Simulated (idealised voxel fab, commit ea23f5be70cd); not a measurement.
process module | voxel wiring stack
cross-section cut | 230 nm wide | cells 5 nm
A cross-section is a grid of square cells, given in bands from the top down. A band is one or more rows of cells.
Each band's line starts with the height of the band's top and of its bottom, in nm. Then come its materials from left to right, each with its width in nm. One material with "throughout" fills the band from edge to edge. "air" is empty space.
Height 0 is the level under which the wafer as received is all one material. The lowest band goes on downwards, as in "0 down".
A width such as "30 to 40" changes by the same amount from each row of cells to the next, from the band's top row to its bottom row.
"no change" after a step means that no cell of the cross-section changed.
closed voids: empty space of 8 cells or more with no open way to the top, each as width x height at its distance from the left edge, in nm
after a step's settings: what the simulator itself notes on the step
overlay nm, on a step with a mask: how far to the right of its planned place the mask lay; to the left if negative
plan
1 op RECEIVE | material Si
2 op CONFORMAL_DEP | material SiO2 | thk nm 10
3 op CONFORMAL_DEP | material SiCN | thk nm 5
4 op DIRECTIONAL_DEP | material lowk | thk nm 25
5 op DIRECTIONAL_DEP | material aC | thk nm 10
6 op PATTERN | tone open | mask id METAL_1 | material resist | width nm 30 | pitch nm 45 | thk nm 25 | overlay nm 0
7 op DIRECTIONAL_ETCH | etch materials aC | depth nm 10
8 op STRIP | etch materials resist
9 op DIRECTIONAL_ETCH | etch materials lowk | depth nm 25
10 op DIRECTIONAL_ETCH | etch materials SiCN | depth nm 5
11 op STRIP | etch materials aC
12 op CONFORMAL_DEP | material TiN | thk nm 5
13 op FILL_DEP | material Cu | thk nm 5
14 op CMP | height nm 40
15 op CONFORMAL_DEP | material SiCN | thk nm 5
16 op DIRECTIONAL_DEP | material SiO2 | thk nm 30
17 op MASKED_ETCH | tone open | mask id METAL_2 | width nm 30 | pitch nm 45 | etch materials SiO2 | depth nm 20 | overlay nm 0
18 op DIRECTIONAL_DEP | material aC | thk nm 15
19 op PATTERN | tone open | mask id METAL_2_HOLES | material resist | width nm 15 | pitch nm 45 | thk nm 30 | overlay nm 0
20 op DIRECTIONAL_ETCH | etch materials aC | depth nm 15
21 op STRIP | etch materials resist
22 op DIRECTIONAL_ETCH | etch materials SiO2 | depth nm 10
23 op DIRECTIONAL_ETCH | etch materials SiCN | depth nm 5
24 op STRIP | etch materials aC
25 op CONFORMAL_DEP | material TiN | thk nm 5
26 op FILL_DEP | material Cu | thk nm 10
27 op CMP | height nm 75
28 op CONFORMAL_DEP | material SiCN | thk nm 5
29 op DIRECTIONAL_DEP | material lowk | thk nm 30
30 op MASKED_ETCH | tone open | mask id METAL_3 | width nm 30 | pitch nm 45 | etch materials lowk | depth nm 20 | overlay nm 0
31 op DIRECTIONAL_DEP | material aC | thk nm 15
32 op PATTERN | tone open | mask id METAL_3_HOLES | material resist | width nm 15 | pitch nm 45 | thk nm 30 | overlay nm 0
33 op DIRECTIONAL_ETCH | etch materials aC | depth nm 15
34 op STRIP | etch materials resist
35 op DIRECTIONAL_ETCH | etch materials lowk | depth nm 10
36 op DIRECTIONAL_ETCH | etch materials SiCN | depth nm 5
37 op STRIP | etch materials aC
38 op CONFORMAL_DEP | material TiN | thk nm 5
39 op FILL_DEP | material Ru | thk nm 5
40 op CMP | height nm 110
41 op CONFORMAL_DEP | material SiCN | thk nm 5
first wafer, as planned
as received, after step 1
  0 down: Si throughout
  closed voids: none
after step 2
  10 to 0: SiO2 throughout
  below 0: unchanged
after step 3
  15 to 10: SiCN throughout
  below 10: unchanged
after step 4
  40 to 15: lowk throughout
  below 15: unchanged
after step 5
  50 to 40: aC throughout
  below 40: unchanged
after step 6
  75 to 50: resist 30 | air 30 | resist 15 | air 30 | resist 15 | air 30 | resist 15 | air 30 | resist 35
  below 50: unchanged
after step 7
  65 to 50: resist 30 | air 30 | resist 15 | air 30 | resist 15 | air 30 | resist 15 | air 30 | resist 35
  50 to 40: aC 30 | air 30 | aC 15 | air 30 | aC 15 | air 30 | aC 15 | air 30 | aC 35
  below 40: unchanged
after step 8
  50 to 40: aC 30 | air 30 | aC 15 | air 30 | aC 15 | air 30 | aC 15 | air 30 | aC 35
  below 40: unchanged
after step 9
  50 to 40: aC 30 | air 30 | aC 15 | air 30 | aC 15 | air 30 | aC 15 | air 30 | aC 35
  40 to 15: lowk 30 | air 30 | lowk 15 | air 30 | lowk 15 | air 30 | lowk 15 | air 30 | lowk 35
  below 15: unchanged
after step 10
  50 to 40: aC 30 | air 30 | aC 15 | air 30 | aC 15 | air 30 | aC 15 | air 30 | aC 35
  40 to 15: lowk 30 | air 30 | lowk 15 | air 30 | lowk 15 | air 30 | lowk 15 | air 30 | lowk 35
  15 to 10: SiCN 30 | air 30 | SiCN 15 | air 30 | SiCN 15 | air 30 | SiCN 15 | air 30 | SiCN 35
  below 10: unchanged
after step 11
  40 to 15: lowk 30 | air 30 | lowk 15 | air 30 | lowk 15 | air 30 | lowk 15 | air 30 | lowk 35
  below 15: unchanged
after step 12
  45 to 40: TiN 35 | air 20 | TiN 25 | air 20 | TiN 25 | air 20 | TiN 25 | air 20 | TiN 40
  40 to 15: lowk 30 | TiN 5 | air 20 | TiN 5 | lowk 15 | TiN 5 | air 20 | TiN 5 | lowk 15 | TiN 5 | air 20 | TiN 5 | lowk 15 | TiN 5 | air 20 | TiN 5 | lowk 35
  15 to 10: SiCN 30 | TiN 30 | SiCN 15 | TiN 30 | SiCN 15 | TiN 30 | SiCN 15 | TiN 30 | SiCN 35
  below 10: unchanged
after step 13
  50 to 45: Cu throughout
  45 to 40: TiN 35 | Cu 20 | TiN 25 | Cu 20 | TiN 25 | Cu 20 | TiN 25 | Cu 20 | TiN 40
  40 to 15: lowk 30 | TiN 5 | Cu 20 | TiN 5 | lowk 15 | TiN 5 | Cu 20 | TiN 5 | lowk 15 | TiN 5 | Cu 20 | TiN 5 | lowk 15 | TiN 5 | Cu 20 | TiN 5 | lowk 35
  below 15: unchanged
after step 14
  40 to 15: lowk 30 | TiN 5 | Cu 20 | TiN 5 | lowk 15 | TiN 5 | Cu 20 | TiN 5 | lowk 15 | TiN 5 | Cu 20 | TiN 5 | lowk 15 | TiN 5 | Cu 20 | TiN 5 | lowk 35
  below 15: unchanged
after step 15
  45 to 40: SiCN throughout
  below 40: unchanged
after step 16
  75 to 45: SiO2 throughout
  below 45: unchanged
after step 17
  75 to 55: SiO2 30 | air 30 | SiO2 15 | air 30 | SiO2 15 | air 30 | SiO2 15 | air 30 | SiO2 35
  below 55: unchanged
after step 18
  90 to 75: aC 30 | air 30 | aC 15 | air 30 | aC 15 | air 30 | aC 15 | air 30 | aC 35
  75 to 70: SiO2 30 | air 30 | SiO2 15 | air 30 | SiO2 15 | air 30 | SiO2 15 | air 30 | SiO2 35
  70 to 55: SiO2 30 | aC 30 | SiO2 15 | aC 30 | SiO2 15 | aC 30 | SiO2 15 | aC 30 | SiO2 35
  below 55: unchanged
after step 19
  120 to 90: resist 30 | air 15 | resist 30 | air 15 | resist 30 | air 15 | resist 30 | air 15 | resist 50
  90 to 75: aC 30 | air 15 | resist 15 | aC 15 | air 15 | resist 15 | aC 15 | air 15 | resist 15 | aC 15 | air 15 | resist 15 | aC 35
  75 to 70: SiO2 30 | air 15 | resist 15 | SiO2 15 | air 15 | resist 15 | SiO2 15 | air 15 | resist 15 | SiO2 15 | air 15 | resist 15 | SiO2 35
  below 70: unchanged
after step 20
  105 to 90: resist 30 | air 15 | resist 30 | air 15 | resist 30 | air 15 | resist 30 | air 15 | resist 50
  90 to 75: aC 30 | air 15 | resist 15 | aC 15 | air 15 | resist 15 | aC 15 | air 15 | resist 15 | aC 15 | air 15 | resist 15 | aC 35
  75 to 70: SiO2 30 | air 15 | resist 15 | SiO2 15 | air 15 | resist 15 | SiO2 15 | air 15 | resist 15 | SiO2 15 | air 15 | resist 15 | SiO2 35
  70 to 55: SiO2 30 | air 15 | aC 15 | SiO2 15 | air 15 | aC 15 | SiO2 15 | air 15 | aC 15 | SiO2 15 | air 15 | aC 15 | SiO2 35
  below 55: unchanged
after step 21
  90 to 75: aC 30 | air 30 | aC 15 | air 30 | aC 15 | air 30 | aC 15 | air 30 | aC 35
  75 to 70: SiO2 30 | air 30 | SiO2 15 | air 30 | SiO2 15 | air 30 | SiO2 15 | air 30 | SiO2 35
  below 70: unchanged
after step 22
  90 to 75: aC 30 | air 30 | aC 15 | air 30 | aC 15 | air 30 | aC 15 | air 30 | aC 35
  75 to 70: SiO2 30 | air 30 | SiO2 15 | air 30 | SiO2 15 | air 30 | SiO2 15 | air 30 | SiO2 35
  70 to 55: SiO2 30 | air 15 | aC 15 | SiO2 15 | air 15 | aC 15 | SiO2 15 | air 15 | aC 15 | SiO2 15 | air 15 | aC 15 | SiO2 35
  55 to 45: SiO2 30 | air 15 | SiO2 30 | air 15 | SiO2 30 | air 15 | SiO2 30 | air 15 | SiO2 50
  below 45: unchanged
after step 23
  90 to 75: aC 30 | air 30 | aC 15 | air 30 | aC 15 | air 30 | aC 15 | air 30 | aC 35
  75 to 70: SiO2 30 | air 30 | SiO2 15 | air 30 | SiO2 15 | air 30 | SiO2 15 | air 30 | SiO2 35
  70 to 55: SiO2 30 | air 15 | aC 15 | SiO2 15 | air 15 | aC 15 | SiO2 15 | air 15 | aC 15 | SiO2 15 | air 15 | aC 15 | SiO2 35
  55 to 45: SiO2 30 | air 15 | SiO2 30 | air 15 | SiO2 30 | air 15 | SiO2 30 | air 15 | SiO2 50
  45 to 40: SiCN 30 | air 15 | SiCN 30 | air 15 | SiCN 30 | air 15 | SiCN 30 | air 15 | SiCN 50
  below 40: unchanged
after step 24
  75 to 55: SiO2 30 | air 30 | SiO2 15 | air 30 | SiO2 15 | air 30 | SiO2 15 | air 30 | SiO2 35
  below 55: unchanged
after step 25
  80 to 75: TiN 35 | air 20 | TiN 25 | air 20 | TiN 25 | air 20 | TiN 25 | air 20 | TiN 40
  75 to 60: SiO2 30 | TiN 5 | air 20 | TiN 5 | SiO2 15 | TiN 5 | air 20 | TiN 5 | SiO2 15 | TiN 5 | air 20 | TiN 5 | SiO2 15 | TiN 5 | air 20 | TiN 5 | SiO2 35
  60 to 55: SiO2 30 | TiN 5 | air 5 | TiN 20 | SiO2 15 | TiN 5 | air 5 | TiN 20 | SiO2 15 | TiN 5 | air 5 | TiN 20 | SiO2 15 | TiN 5 | air 5 | TiN 20 | SiO2 35
  55 to 45: SiO2 30 | TiN 5 | air 5 | TiN 5 | SiO2 30 | TiN 5 | air 5 | TiN 5 | SiO2 30 | TiN 5 | air 5 | TiN 5 | SiO2 30 | TiN 5 | air 5 | TiN 5 | SiO2 50
  45 to 40: SiCN 30 | TiN 15 | SiCN 30 | TiN 15 | SiCN 30 | TiN 15 | SiCN 30 | TiN 15 | SiCN 50
  below 40: unchanged
after step 26
  90 to 80: Cu throughout
  80 to 75: TiN 35 | Cu 20 | TiN 25 | Cu 20 | TiN 25 | Cu 20 | TiN 25 | Cu 20 | TiN 40
  75 to 60: SiO2 30 | TiN 5 | Cu 20 | TiN 5 | SiO2 15 | TiN 5 | Cu 20 | TiN 5 | SiO2 15 | TiN 5 | Cu 20 | TiN 5 | SiO2 15 | TiN 5 | Cu 20 | TiN 5 | SiO2 35
  60 to 55: SiO2 30 | TiN 5 | Cu 5 | TiN 20 | SiO2 15 | TiN 5 | Cu 5 | TiN 20 | SiO2 15 | TiN 5 | Cu 5 | TiN 20 | SiO2 15 | TiN 5 | Cu 5 | TiN 20 | SiO2 35
  55 to 45: SiO2 30 | TiN 5 | Cu 5 | TiN 5 | SiO2 30 | TiN 5 | Cu 5 | TiN 5 | SiO2 30 | TiN 5 | Cu 5 | TiN 5 | SiO2 30 | TiN 5 | Cu 5 | TiN 5 | SiO2 50
  below 45: unchanged
after step 27
  75 to 60: SiO2 30 | TiN 5 | Cu 20 | TiN 5 | SiO2 15 | TiN 5 | Cu 20 | TiN 5 | SiO2 15 | TiN 5 | Cu 20 | TiN 5 | SiO2 15 | TiN 5 | Cu 20 | TiN 5 | SiO2 35
  below 60: unchanged
after step 28
  80 to 75: SiCN throughout
  below 75: unchanged
after step 29
  110 to 80: lowk throughout
  below 80: unchanged
after step 30
  110 to 90: lowk 30 | air 30 | lowk 15 | air 30 | lowk 15 | air 30 | lowk 15 | air 30 | lowk 35
  below 90: unchanged
after step 31
  125 to 110: aC 30 | air 30 | aC 15 | air 30 | aC 15 | air 30 | aC 15 | air 30 | aC 35
  110 to 105: lowk 30 | air 30 | lowk 15 | air 30 | lowk 15 | air 30 | lowk 15 | air 30 | lowk 35
  105 to 90: lowk 30 | aC 30 | lowk 15 | aC 30 | lowk 15 | aC 30 | lowk 15 | aC 30 | lowk 35
  below 90: unchanged
after step 32
  155 to 125: resist 30 | air 15 | resist 30 | air 15 | resist 30 | air 15 | resist 30 | air 15 | resist 50
  125 to 110: aC 30 | air 15 | resist 15 | aC 15 | air 15 | resist 15 | aC 15 | air 15 | resist 15 | aC 15 | air 15 | resist 15 | aC 35
  110 to 105: lowk 30 | air 15 | resist 15 | lowk 15 | air 15 | resist 15 | lowk 15 | air 15 | resist 15 | lowk 15 | air 15 | resist 15 | lowk 35
  below 105: unchanged
after step 33
  140 to 125: resist 30 | air 15 | resist 30 | air 15 | resist 30 | air 15 | resist 30 | air 15 | resist 50
  125 to 110: aC 30 | air 15 | resist 15 | aC 15 | air 15 | resist 15 | aC 15 | air 15 | resist 15 | aC 15 | air 15 | resist 15 | aC 35
  110 to 105: lowk 30 | air 15 | resist 15 | lowk 15 | air 15 | resist 15 | lowk 15 | air 15 | resist 15 | lowk 15 | air 15 | resist 15 | lowk 35
  105 to 90: lowk 30 | air 15 | aC 15 | lowk 15 | air 15 | aC 15 | lowk 15 | air 15 | aC 15 | lowk 15 | air 15 | aC 15 | lowk 35
  below 90: unchanged
after step 34
  125 to 110: aC 30 | air 30 | aC 15 | air 30 | aC 15 | air 30 | aC 15 | air 30 | aC 35
  110 to 105: lowk 30 | air 30 | lowk 15 | air 30 | lowk 15 | air 30 | lowk 15 | air 30 | lowk 35
  below 105: unchanged
after step 35
  125 to 110: aC 30 | air 30 | aC 15 | air 30 | aC 15 | air 30 | aC 15 | air 30 | aC 35
  110 to 105: lowk 30 | air 30 | lowk 15 | air 30 | lowk 15 | air 30 | lowk 15 | air 30 | lowk 35
  105 to 90: lowk 30 | air 15 | aC 15 | lowk 15 | air 15 | aC 15 | lowk 15 | air 15 | aC 15 | lowk 15 | air 15 | aC 15 | lowk 35
  90 to 80: lowk 30 | air 15 | lowk 30 | air 15 | lowk 30 | air 15 | lowk 30 | air 15 | lowk 50
  below 80: unchanged
after step 36
  125 to 110: aC 30 | air 30 | aC 15 | air 30 | aC 15 | air 30 | aC 15 | air 30 | aC 35
  110 to 105: lowk 30 | air 30 | lowk 15 | air 30 | lowk 15 | air 30 | lowk 15 | air 30 | lowk 35
  105 to 90: lowk 30 | air 15 | aC 15 | lowk 15 | air 15 | aC 15 | lowk 15 | air 15 | aC 15 | lowk 15 | air 15 | aC 15 | lowk 35
  90 to 80: lowk 30 | air 15 | lowk 30 | air 15 | lowk 30 | air 15 | lowk 30 | air 15 | lowk 50
  80 to 75: SiCN 30 | air 15 | SiCN 30 | air 15 | SiCN 30 | air 15 | SiCN 30 | air 15 | SiCN 50
  below 75: unchanged
after step 37
  110 to 90: lowk 30 | air 30 | lowk 15 | air 30 | lowk 15 | air 30 | lowk 15 | air 30 | lowk 35
  below 90: unchanged
after step 38
  115 to 110: TiN 35 | air 20 | TiN 25 | air 20 | TiN 25 | air 20 | TiN 25 | air 20 | TiN 40
  110 to 95: lowk 30 | TiN 5 | air 20 | TiN 5 | lowk 15 | TiN 5 | air 20 | TiN 5 | lowk 15 | TiN 5 | air 20 | TiN 5 | lowk 15 | TiN 5 | air 20 | TiN 5 | lowk 35
  95 to 90: lowk 30 | TiN 5 | air 5 | TiN 20 | lowk 15 | TiN 5 | air 5 | TiN 20 | lowk 15 | TiN 5 | air 5 | TiN 20 | lowk 15 | TiN 5 | air 5 | TiN 20 | lowk 35
  90 to 80: lowk 30 | TiN 5 | air 5 | TiN 5 | lowk 30 | TiN 5 | air 5 | TiN 5 | lowk 30 | TiN 5 | air 5 | TiN 5 | lowk 30 | TiN 5 | air 5 | TiN 5 | lowk 50
  80 to 75: SiCN 30 | TiN 15 | SiCN 30 | TiN 15 | SiCN 30 | TiN 15 | SiCN 30 | TiN 15 | SiCN 50
  below 75: unchanged
after step 39
  120 to 115: Ru throughout
  115 to 110: TiN 35 | Ru 20 | TiN 25 | Ru 20 | TiN 25 | Ru 20 | TiN 25 | Ru 20 | TiN 40
  110 to 95: lowk 30 | TiN 5 | Ru 20 | TiN 5 | lowk 15 | TiN 5 | Ru 20 | TiN 5 | lowk 15 | TiN 5 | Ru 20 | TiN 5 | lowk 15 | TiN 5 | Ru 20 | TiN 5 | lowk 35
  95 to 90: lowk 30 | TiN 5 | Ru 5 | TiN 20 | lowk 15 | TiN 5 | Ru 5 | TiN 20 | lowk 15 | TiN 5 | Ru 5 | TiN 20 | lowk 15 | TiN 5 | Ru 5 | TiN 20 | lowk 35
  90 to 80: lowk 30 | TiN 5 | Ru 5 | TiN 5 | lowk 30 | TiN 5 | Ru 5 | TiN 5 | lowk 30 | TiN 5 | Ru 5 | TiN 5 | lowk 30 | TiN 5 | Ru 5 | TiN 5 | lowk 50
  below 80: unchanged
after step 40
  110 to 95: lowk 30 | TiN 5 | Ru 20 | TiN 5 | lowk 15 | TiN 5 | Ru 20 | TiN 5 | lowk 15 | TiN 5 | Ru 20 | TiN 5 | lowk 15 | TiN 5 | Ru 20 | TiN 5 | lowk 35
  below 95: unchanged
after step 41
  115 to 110: SiCN throughout
  below 110: unchanged
second wafer: like start, like plan, one mistake. Through step 15 it matches the first wafer
when step 16 should have ended
  105 to 45: SiO2 throughout
  below 45: unchanged
when step 17 should have ended
  105 to 85: SiO2 30 | air 30 | SiO2 15 | air 30 | SiO2 15 | air 30 | SiO2 15 | air 30 | SiO2 35
  below 85: unchanged
when step 18 should have ended
  120 to 105: aC 30 | air 30 | aC 15 | air 30 | aC 15 | air 30 | aC 15 | air 30 | aC 35
  105 to 100: SiO2 30 | air 30 | SiO2 15 | air 30 | SiO2 15 | air 30 | SiO2 15 | air 30 | SiO2 35
  100 to 85: SiO2 30 | aC 30 | SiO2 15 | aC 30 | SiO2 15 | aC 30 | SiO2 15 | aC 30 | SiO2 35
  below 85: unchanged
when step 19 should have ended
  150 to 120: resist 30 | air 15 | resist 30 | air 15 | resist 30 | air 15 | resist 30 | air 15 | resist 50
  120 to 105: aC 30 | air 15 | resist 15 | aC 15 | air 15 | resist 15 | aC 15 | air 15 | resist 15 | aC 15 | air 15 | resist 15 | aC 35
  105 to 100: SiO2 30 | air 15 | resist 15 | SiO2 15 | air 15 | resist 15 | SiO2 15 | air 15 | resist 15 | SiO2 15 | air 15 | resist 15 | SiO2 35
  below 100: unchanged
when step 20 should have ended
  135 to 120: resist 30 | air 15 | resist 30 | air 15 | resist 30 | air 15 | resist 30 | air 15 | resist 50
  120 to 105: aC 30 | air 15 | resist 15 | aC 15 | air 15 | resist 15 | aC 15 | air 15 | resist 15 | aC 15 | air 15 | resist 15 | aC 35
  105 to 100: SiO2 30 | air 15 | resist 15 | SiO2 15 | air 15 | resist 15 | SiO2 15 | air 15 | resist 15 | SiO2 15 | air 15 | resist 15 | SiO2 35
  100 to 85: SiO2 30 | air 15 | aC 15 | SiO2 15 | air 15 | aC 15 | SiO2 15 | air 15 | aC 15 | SiO2 15 | air 15 | aC 15 | SiO2 35
  below 85: unchanged
when step 21 should have ended
  120 to 105: aC 30 | air 30 | aC 15 | air 30 | aC 15 | air 30 | aC 15 | air 30 | aC 35
  105 to 100: SiO2 30 | air 30 | SiO2 15 | air 30 | SiO2 15 | air 30 | SiO2 15 | air 30 | SiO2 35
  below 100: unchanged
when step 22 should have ended
  120 to 105: aC 30 | air 30 | aC 15 | air 30 | aC 15 | air 30 | aC 15 | air 30 | aC 35
  105 to 100: SiO2 30 | air 30 | SiO2 15 | air 30 | SiO2 15 | air 30 | SiO2 15 | air 30 | SiO2 35
  100 to 85: SiO2 30 | air 15 | aC 15 | SiO2 15 | air 15 | aC 15 | SiO2 15 | air 15 | aC 15 | SiO2 15 | air 15 | aC 15 | SiO2 35
  85 to 75: SiO2 30 | air 15 | SiO2 30 | air 15 | SiO2 30 | air 15 | SiO2 30 | air 15 | SiO2 50
  below 75: unchanged
when step 23 should have ended: no change
when step 24 should have ended
  105 to 85: SiO2 30 | air 30 | SiO2 15 | air 30 | SiO2 15 | air 30 | SiO2 15 | air 30 | SiO2 35
  below 85: unchanged
when step 25 should have ended
  110 to 105: TiN 35 | air 20 | TiN 25 | air 20 | TiN 25 | air 20 | TiN 25 | air 20 | TiN 40
  105 to 90: SiO2 30 | TiN 5 | air 20 | TiN 5 | SiO2 15 | TiN 5 | air 20 | TiN 5 | SiO2 15 | TiN 5 | air 20 | TiN 5 | SiO2 15 | TiN 5 | air 20 | TiN 5 | SiO2 35
  90 to 80: SiO2 30 | TiN 5 | air 5 | TiN 20 to 5 | SiO2 15 to 30 | TiN 5 | air 5 | TiN 20 to 5 | SiO2 15 to 30 | TiN 5 | air 5 | TiN 20 to 5 | SiO2 15 to 30 | TiN 5 | air 5 | TiN 20 to 5 | SiO2 35 to 50
  80 to 75: SiO2 30 | TiN 15 | SiO2 30 | TiN 15 | SiO2 30 | TiN 15 | SiO2 30 | TiN 15 | SiO2 50
  below 75: unchanged
when step 26 should have ended
  120 to 110: Cu throughout
  110 to 105: TiN 35 | Cu 20 | TiN 25 | Cu 20 | TiN 25 | Cu 20 | TiN 25 | Cu 20 | TiN 40
  105 to 90: SiO2 30 | TiN 5 | Cu 20 | TiN 5 | SiO2 15 | TiN 5 | Cu 20 | TiN 5 | SiO2 15 | TiN 5 | Cu 20 | TiN 5 | SiO2 15 | TiN 5 | Cu 20 | TiN 5 | SiO2 35
  90 to 80: SiO2 30 | TiN 5 | Cu 5 | TiN 20 to 5 | SiO2 15 to 30 | TiN 5 | Cu 5 | TiN 20 to 5 | SiO2 15 to 30 | TiN 5 | Cu 5 | TiN 20 to 5 | SiO2 15 to 30 | TiN 5 | Cu 5 | TiN 20 to 5 | SiO2 35 to 50
  below 80: unchanged
when step 27 should have ended
  75 to 45: SiO2 throughout
  below 45: unchanged
when step 28 should have ended
  80 to 75: SiCN throughout
  below 75: unchanged
when step 29 should have ended
  110 to 80: lowk throughout
  below 80: unchanged
when step 30 should have ended
  110 to 90: lowk 30 | air 30 | lowk 15 | air 30 | lowk 15 | air 30 | lowk 15 | air 30 | lowk 35
  below 90: unchanged
when step 31 should have ended
  125 to 110: aC 30 | air 30 | aC 15 | air 30 | aC 15 | air 30 | aC 15 | air 30 | aC 35
  110 to 105: lowk 30 | air 30 | lowk 15 | air 30 | lowk 15 | air 30 | lowk 15 | air 30 | lowk 35
  105 to 90: lowk 30 | aC 30 | lowk 15 | aC 30 | lowk 15 | aC 30 | lowk 15 | aC 30 | lowk 35
  below 90: unchanged
when step 32 should have ended
  155 to 125: resist 30 | air 15 | resist 30 | air 15 | resist 30 | air 15 | resist 30 | air 15 | resist 50
  125 to 110: aC 30 | air 15 | resist 15 | aC 15 | air 15 | resist 15 | aC 15 | air 15 | resist 15 | aC 15 | air 15 | resist 15 | aC 35
  110 to 105: lowk 30 | air 15 | resist 15 | lowk 15 | air 15 | resist 15 | lowk 15 | air 15 | resist 15 | lowk 15 | air 15 | resist 15 | lowk 35
  below 105: unchanged
when step 33 should have ended
  140 to 125: resist 30 | air 15 | resist 30 | air 15 | resist 30 | air 15 | resist 30 | air 15 | resist 50
  125 to 110: aC 30 | air 15 | resist 15 | aC 15 | air 15 | resist 15 | aC 15 | air 15 | resist 15 | aC 15 | air 15 | resist 15 | aC 35
  110 to 105: lowk 30 | air 15 | resist 15 | lowk 15 | air 15 | resist 15 | lowk 15 | air 15 | resist 15 | lowk 15 | air 15 | resist 15 | lowk 35
  105 to 90: lowk 30 | air 15 | aC 15 | lowk 15 | air 15 | aC 15 | lowk 15 | air 15 | aC 15 | lowk 15 | air 15 | aC 15 | lowk 35
  below 90: unchanged
when step 34 should have ended
  125 to 110: aC 30 | air 30 | aC 15 | air 30 | aC 15 | air 30 | aC 15 | air 30 | aC 35
  110 to 105: lowk 30 | air 30 | lowk 15 | air 30 | lowk 15 | air 30 | lowk 15 | air 30 | lowk 35
  below 105: unchanged
when step 35 should have ended
  125 to 110: aC 30 | air 30 | aC 15 | air 30 | aC 15 | air 30 | aC 15 | air 30 | aC 35
  110 to 105: lowk 30 | air 30 | lowk 15 | air 30 | lowk 15 | air 30 | lowk 15 | air 30 | lowk 35
  105 to 90: lowk 30 | air 15 | aC 15 | lowk 15 | air 15 | aC 15 | lowk 15 | air 15 | aC 15 | lowk 15 | air 15 | aC 15 | lowk 35
  90 to 80: lowk 30 | air 15 | lowk 30 | air 15 | lowk 30 | air 15 | lowk 30 | air 15 | lowk 50
  below 80: unchanged
when step 36 should have ended
  125 to 110: aC 30 | air 30 | aC 15 | air 30 | aC 15 | air 30 | aC 15 | air 30 | aC 35
  110 to 105: lowk 30 | air 30 | lowk 15 | air 30 | lowk 15 | air 30 | lowk 15 | air 30 | lowk 35
  105 to 90: lowk 30 | air 15 | aC 15 | lowk 15 | air 15 | aC 15 | lowk 15 | air 15 | aC 15 | lowk 15 | air 15 | aC 15 | lowk 35
  90 to 80: lowk 30 | air 15 | lowk 30 | air 15 | lowk 30 | air 15 | lowk 30 | air 15 | lowk 50
  80 to 75: SiCN 30 | air 15 | SiCN 30 | air 15 | SiCN 30 | air 15 | SiCN 30 | air 15 | SiCN 50
  below 75: unchanged
when step 37 should have ended
  110 to 90: lowk 30 | air 30 | lowk 15 | air 30 | lowk 15 | air 30 | lowk 15 | air 30 | lowk 35
  below 90: unchanged
when step 38 should have ended
  115 to 110: TiN 35 | air 20 | TiN 25 | air 20 | TiN 25 | air 20 | TiN 25 | air 20 | TiN 40
  110 to 95: lowk 30 | TiN 5 | air 20 | TiN 5 | lowk 15 | TiN 5 | air 20 | TiN 5 | lowk 15 | TiN 5 | air 20 | TiN 5 | lowk 15 | TiN 5 | air 20 | TiN 5 | lowk 35
  95 to 90: lowk 30 | TiN 5 | air 5 | TiN 20 | lowk 15 | TiN 5 | air 5 | TiN 20 | lowk 15 | TiN 5 | air 5 | TiN 20 | lowk 15 | TiN 5 | air 5 | TiN 20 | lowk 35
  90 to 80: lowk 30 | TiN 5 | air 5 | TiN 5 | lowk 30 | TiN 5 | air 5 | TiN 5 | lowk 30 | TiN 5 | air 5 | TiN 5 | lowk 30 | TiN 5 | air 5 | TiN 5 | lowk 50
  80 to 75: SiCN 30 | TiN 15 | SiCN 30 | TiN 15 | SiCN 30 | TiN 15 | SiCN 30 | TiN 15 | SiCN 50
  below 75: unchanged
when step 39 should have ended
  120 to 115: Ru throughout
  115 to 110: TiN 35 | Ru 20 | TiN 25 | Ru 20 | TiN 25 | Ru 20 | TiN 25 | Ru 20 | TiN 40
  110 to 95: lowk 30 | TiN 5 | Ru 20 | TiN 5 | lowk 15 | TiN 5 | Ru 20 | TiN 5 | lowk 15 | TiN 5 | Ru 20 | TiN 5 | lowk 15 | TiN 5 | Ru 20 | TiN 5 | lowk 35
  95 to 90: lowk 30 | TiN 5 | Ru 5 | TiN 20 | lowk 15 | TiN 5 | Ru 5 | TiN 20 | lowk 15 | TiN 5 | Ru 5 | TiN 20 | lowk 15 | TiN 5 | Ru 5 | TiN 20 | lowk 35
  90 to 80: lowk 30 | TiN 5 | Ru 5 | TiN 5 | lowk 30 | TiN 5 | Ru 5 | TiN 5 | lowk 30 | TiN 5 | Ru 5 | TiN 5 | lowk 30 | TiN 5 | Ru 5 | TiN 5 | lowk 50
  below 80: unchanged
when step 40 should have ended
  110 to 95: lowk 30 | TiN 5 | Ru 20 | TiN 5 | lowk 15 | TiN 5 | Ru 20 | TiN 5 | lowk 15 | TiN 5 | Ru 20 | TiN 5 | lowk 15 | TiN 5 | Ru 20 | TiN 5 | lowk 35
  below 95: unchanged
when step 41 should have ended
  115 to 110: SiCN throughout
  below 110: unchanged
what went wrong: step 16 was run twice
at the end the second wafer has, in cells: 60 fewer of Cu | 12 more of SiCN | 120 more of SiO2 | 72 fewer of TiN
